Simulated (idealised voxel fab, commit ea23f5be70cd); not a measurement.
The process module that follows is named voxel self aligned contacts.
Displayed cross-section: cut, width of 265 nm, square cells sized 5 nm.
If you're reading a cross-section in this doc, picture square cells in a grid; it comes to you as bands, top ones listed first down to the bottom, and a band can be one or more rows of cells.
A band entry consists of two parts. The first gives the height of the band's top and the height of its bottom, in nm. The rest lists the band's materials from left to right, each with its width in nm. A single material labelled with the word "all across" fills the band from edge to edge, and the word "empty" marks empty space.
Height is counted from the level 0, under which the received wafer is composed throughout of one material. The lowest of the bands is not closed at the bottom but continues downward, in the notation "z 0 and below".
You'd read "30 to 40" like this: the band's top row of cells is as wide as the first number, its bottom row is as wide as the second, and going down, every row changes width by the same amount as the row before did.
"changes: none" after a step means that no cell of the cross-section changed.
Closed-off voids of 8+ cells (no open route to the top) go in "Enclosed internal voids", written width x height at distance from the left edge, in nm.
Note: text after step settings on the step line = simulator remark on that step.
Regarding "overlay nm": on a step with a mask, it is the distance the mask lay to the right of its planned place; a negative value places it to the left.

-- The process steps that were planned are listed below
1,RECEIVE (material Si)
2,OXIDIZE (depth nm 5)
3,DIRECTIONAL_DEP (material polySi; thk nm 30)
4,DIRECTIONAL_DEP (material SiN; thk nm 20)
5,PATTERN (tone cover; mask id GATE; material resist; width nm 30; pitch nm 65; thk nm 20; overlay nm 0)
6,DIRECTIONAL_ETCH (etch materials SiN; depth nm 20)
7,DIRECTIONAL_ETCH (etch materials polySi; depth nm 30)
8,STRIP (etch materials resist)
9,CONFORMAL_DEP (material SiN; thk nm 10)
10,DIRECTIONAL_ETCH (etch materials SiN; depth nm 10)
11,FILL_DEP (material SiO2; thk nm 15)
12,CMP (height nm 55)
13,DIRECTIONAL_DEP (material aC; thk nm 15)
14,PATTERN (tone open; mask id CONTACT; material resist; width nm 45; thk nm 30; overlay nm 0)
15,DIRECTIONAL_ETCH (etch materials aC; depth nm 15)
16,STRIP (etch materials resist)
17,DIRECTIONAL_ETCH (etch materials SiO2; depth nm 60)
18,STRIP (etch materials aC)
19,CONFORMAL_DEP (material TiN; thk nm 5)
20,FILL_DEP (material Ru; thk nm 10)
21,CMP (height nm 55)
22,CONFORMAL_DEP (material SiN; thk nm 5)

-- Of two wafers, the first: run according to plan

-- Cross-section of the wafer as it came to us, i.e., already through step 1
z 0 and below = Si all across
Enclosed internal voids: none

-- After step 2, in cross-section
z 0 to -5 = SiO2 all across
Beneath the level -5, the cross-section is identical to its previous state.

-- After step 3, in cross-section
z 30 to 0 = polySi all across
Beneath the level 0, the cross-section is identical to its previous state.

-- After step 4, in cross-section
z 50 to 30 = SiN all across
Beneath the level 30, the cross-section is identical to its previous state.

-- After step 5, in cross-section
z 70 to 50 = 85 of empty / 30 of resist / 35 of empty / 30 of resist / 85 of empty
Beneath the level 50, the cross-section is identical to its previous state.

-- After step 6, in cross-section
z 70 to 50 = 85 of empty / 30 of resist / 35 of empty / 30 of resist / 85 of empty
z 50 to 30 = 85 of empty / 30 of SiN / 35 of empty / 30 of SiN / 85 of empty
Beneath the level 30, the cross-section is identical to its previous state.

-- After step 7, in cross-section
z 70 to 50 = 85 of empty / 30 of resist / 35 of empty / 30 of resist / 85 of empty
z 50 to 30 = 85 of empty / 30 of SiN / 35 of empty / 30 of SiN / 85 of empty
z 30 to 0 = 85 of empty / 30 of polySi / 35 of empty / 30 of polySi / 85 of empty
Beneath the level 0, the cross-section is identical to its previous state.

-- After step 8, in cross-section
z 50 to 30 = 85 of empty / 30 of SiN / 35 of empty / 30 of SiN / 85 of empty
Beneath the level 30, the cross-section is identical to its previous state.

-- After step 9, in cross-section
z 60 to 30 = 75 of empty / 50 of SiN / 15 of empty / 50 of SiN / 75 of empty
z 30 to 10 = 75 of empty / 10 of SiN / 30 of polySi / 10 of SiN / 15 of empty / 10 of SiN / 30 of polySi / 10 of SiN / 75 of empty
z 10 to 0 = 85 of SiN / 30 of polySi / 35 of SiN / 30 of polySi / 85 of SiN
Beneath the level 0, the cross-section is identical to its previous state.

-- After step 10, in cross-section
z 50 to 30 = 75 of empty / 50 of SiN / 15 of empty / 50 of SiN / 75 of empty
z 30 to 0 = 75 of empty / 10 of SiN / 30 of polySi / 10 of SiN / 15 of empty / 10 of SiN / 30 of polySi / 10 of SiN / 75 of empty
Beneath the level 0, the cross-section is identical to its previous state.

-- After step 11, in cross-section
z 65 to 50 = SiO2 all across
z 50 to 30 = 75 of SiO2 / 50 of SiN / 15 of SiO2 / 50 of SiN / 75 of SiO2
z 30 to 0 = 75 of SiO2 / 10 of SiN / 30 of polySi / 10 of SiN / 15 of SiO2 / 10 of SiN / 30 of polySi / 10 of SiN / 75 of SiO2
Beneath the level 0, the cross-section is identical to its previous state.

-- After step 12, in cross-section
z 55 to 50 = SiO2 all across
Beneath the level 50, the cross-section is identical to its previous state.

-- After step 13, in cross-section
z 70 to 55 = aC all across
Beneath the level 55, the cross-section is identical to its previous state.

-- After step 14, in cross-section
z 100 to 70 = 110 of resist / 45 of empty / 110 of resist
Beneath the level 70, the cross-section is identical to its previous state.

-- After step 15, in cross-section
z 85 to 70 = 110 of resist / 45 of empty / 110 of resist
z 70 to 55 = 110 of aC / 45 of empty / 110 of aC
Beneath the level 55, the cross-section is identical to its previous state.

-- After step 16, in cross-section
z 70 to 55 = 110 of aC / 45 of empty / 110 of aC
Beneath the level 55, the cross-section is identical to its previous state.

-- After step 17, in cross-section
z 70 to 55 = 110 of aC / 45 of empty / 110 of aC
z 55 to 50 = 110 of SiO2 / 45 of empty / 110 of SiO2
z 50 to 30 = 75 of SiO2 / 50 of SiN / 15 of empty / 50 of SiN / 75 of SiO2
z 30 to 0 = 75 of SiO2 / 10 of SiN / 30 of polySi / 10 of SiN / 15 of empty / 10 of SiN / 30 of polySi / 10 of SiN / 75 of SiO2
z 0 to -5 = 125 of SiO2 / 15 of empty / 125 of SiO2
Beneath the level -5, the cross-section is identical to its previous state.

-- After step 18, in cross-section
z 55 to 50 = 110 of SiO2 / 45 of empty / 110 of SiO2
Beneath the level 50, the cross-section is identical to its previous state.

-- After step 19, in cross-section
z 60 to 55 = 115 of TiN / 35 of empty / 115 of TiN
z 55 to 50 = 110 of SiO2 / 20 of TiN / 5 of empty / 20 of TiN / 110 of SiO2
z 50 to 30 = 75 of SiO2 / 50 of SiN / 5 of TiN / 5 of empty / 5 of TiN / 50 of SiN / 75 of SiO2
z 30 to 0 = 75 of SiO2 / 10 of SiN / 30 of polySi / 10 of SiN / 5 of TiN / 5 of empty / 5 of TiN / 10 of SiN / 30 of polySi / 10 of SiN / 75 of SiO2
z 0 to -5 = 125 of SiO2 / 15 of TiN / 125 of SiO2
Beneath the level -5, the cross-section is identical to its previous state.

-- After step 20, in cross-section
z 70 to 60 = Ru all across
z 60 to 55 = 115 of TiN / 35 of Ru / 115 of TiN
z 55 to 50 = 110 of SiO2 / 20 of TiN / 5 of Ru / 20 of TiN / 110 of SiO2
z 50 to 30 = 75 of SiO2 / 50 of SiN / 5 of TiN / 5 of Ru / 5 of TiN / 50 of SiN / 75 of SiO2
z 30 to 0 = 75 of SiO2 / 10 of SiN / 30 of polySi / 10 of SiN / 5 of TiN / 5 of Ru / 5 of TiN / 10 of SiN / 30 of polySi / 10 of SiN / 75 of SiO2
Beneath the level 0, the cross-section is identical to its previous state.

-- After step 21, in cross-section
z 55 to 50 = 110 of SiO2 / 20 of TiN / 5 of Ru / 20 of TiN / 110 of SiO2
Beneath the level 50, the cross-section is identical to its previous state.

-- After step 22, in cross-section
z 60 to 55 = SiN all across
Beneath the level 55, the cross-section is identical to its previous state.

-- What follows concerns the second wafer, which started out like the first and was meant to follow the very same plan; one mistake crept in when it was run, but everything up to and including step 13 is the same as for the first wafer

-- Cross-section: second wafer, time at which step 14 was scheduled to end
z 100 to 70 = 105 of resist / 55 of empty / 105 of resist
Beneath the level 70, the cross-section is identical to its previous state.

-- Cross-section: second wafer, time at which step 15 was scheduled to end
z 85 to 70 = 105 of resist / 55 of empty / 105 of resist
z 70 to 55 = 105 of aC / 55 of empty / 105 of aC
Beneath the level 55, the cross-section is identical to its previous state.

-- Cross-section: second wafer, time at which step 16 was scheduled to end
z 70 to 55 = 105 of aC / 55 of empty / 105 of aC
Beneath the level 55, the cross-section is identical to its previous state.

-- Cross-section: second wafer, time at which step 17 was scheduled to end
z 70 to 55 = 105 of aC / 55 of empty / 105 of aC
z 55 to 50 = 105 of SiO2 / 55 of empty / 105 of SiO2
z 50 to 30 = 75 of SiO2 / 50 of SiN / 15 of empty / 50 of SiN / 75 of SiO2
z 30 to 0 = 75 of SiO2 / 10 of SiN / 30 of polySi / 10 of SiN / 15 of empty / 10 of SiN / 30 of polySi / 10 of SiN / 75 of SiO2
z 0 to -5 = 125 of SiO2 / 15 of empty / 125 of SiO2
Beneath the level -5, the cross-section is identical to its previous state.

-- Cross-section: second wafer, time at which step 18 was scheduled to end
z 55 to 50 = 105 of SiO2 / 55 of empty / 105 of SiO2
Beneath the level 50, the cross-section is identical to its previous state.

-- Cross-section: second wafer, time at which step 19 was scheduled to end
z 60 to 55 = 110 of TiN / 45 of empty / 110 of TiN
z 55 to 50 = 105 of SiO2 / 25 of TiN / 5 of empty / 25 of TiN / 105 of SiO2
z 50 to 30 = 75 of SiO2 / 50 of SiN / 5 of TiN / 5 of empty / 5 of TiN / 50 of SiN / 75 of SiO2
z 30 to 0 = 75 of SiO2 / 10 of SiN / 30 of polySi / 10 of SiN / 5 of TiN / 5 of empty / 5 of TiN / 10 of SiN / 30 of polySi / 10 of SiN / 75 of SiO2
z 0 to -5 = 125 of SiO2 / 15 of TiN / 125 of SiO2
Beneath the level -5, the cross-section is identical to its previous state.

-- Cross-section: second wafer, time at which step 20 was scheduled to end
z 70 to 60 = Ru all across
z 60 to 55 = 110 of TiN / 45 of Ru / 110 of TiN
z 55 to 50 = 105 of SiO2 / 25 of TiN / 5 of Ru / 25 of TiN / 105 of SiO2
z 50 to 30 = 75 of SiO2 / 50 of SiN / 5 of TiN / 5 of Ru / 5 of TiN / 50 of SiN / 75 of SiO2
z 30 to 0 = 75 of SiO2 / 10 of SiN / 30 of polySi / 10 of SiN / 5 of TiN / 5 of Ru / 5 of TiN / 10 of SiN / 30 of polySi / 10 of SiN / 75 of SiO2
Beneath the level 0, the cross-section is identical to its previous state.

-- Cross-section: second wafer, time at which step 21 was scheduled to end
z 55 to 50 = 105 of SiO2 / 25 of TiN / 5 of Ru / 25 of TiN / 105 of SiO2
Beneath the level 50, the cross-section is identical to its previous state.

-- Cross-section: second wafer, time at which step 22 was scheduled to end
z 60 to 55 = SiN all across
Beneath the level 55, the cross-section is identical to its previous state.
Nonconformance to the process plan: step 14 off recipe, ran as PATTERN (tone open; mask id CONTACT; material resist; width nm 55; thk nm 30; overlay nm 0)
Final difference in cells, second wafer against first, listed per material as more or fewer: -2 SiO2; +2 TiN
